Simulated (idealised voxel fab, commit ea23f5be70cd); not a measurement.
process module | voxel spacer lines
cross-section cut | 290 nm wide | cells 5 nm
A cross-section is a grid of square cells, given in bands from the top down. A band is one or more rows of cells.
Each band's line starts with the height of the band's top and of its bottom, in nm. Then come its materials from left to right, each with its width in nm. One material with "throughout" fills the band from edge to edge. "air" is empty space.
Height 0 is the level under which the wafer as received is all one material. The lowest band goes on downwards, as in "0 down".
A width such as "30 to 40" changes by the same amount from each row of cells to the next, from the band's top row to its bottom row.
"no change" after a step means that no cell of the cross-section changed.
closed voids: empty space of 8 cells or more with no open way to the top, each as width x height at its distance from the left edge, in nm
after a step's settings: what the simulator itself notes on the step
overlay nm, on a step with a mask: how far to the right of its planned place the mask lay; to the left if negative
plan
1 op RECEIVE | material Si
2 op CONFORMAL_DEP | material Al2O3 | thk nm 10
3 op DIRECTIONAL_DEP | material W | thk nm 15
4 op DIRECTIONAL_DEP | material aC | thk nm 25
5 op PATTERN | tone cover | mask id MANDREL | material resist | width nm 25 | pitch nm 80 | thk nm 30 | overlay nm 0
6 op DIRECTIONAL_ETCH | etch materials aC | depth nm 25
7 op STRIP | etch materials resist
8 op CONFORMAL_DEP | material SiN | thk nm 15
9 op DIRECTIONAL_ETCH | etch materials SiN | depth nm 15
10 op STRIP | etch materials aC
11 op DIRECTIONAL_ETCH | etch materials W | depth nm 15
12 op STRIP | etch materials SiN
as received, after step 1
  0 down: Si throughout
  closed voids: none
a wafer at the end: this start, this plan, one mistake
  30 to 15: air 75 | W 15 | air 25 | W 15 | air 25 | W 15 | air 25 | W 15 | air 80
  15 to 0: Al2O3 throughout
  0 down: Si throughout
  closed voids: none
what went wrong: step 2 ran as: op CONFORMAL_DEP | material Al2O3 | thk nm 15
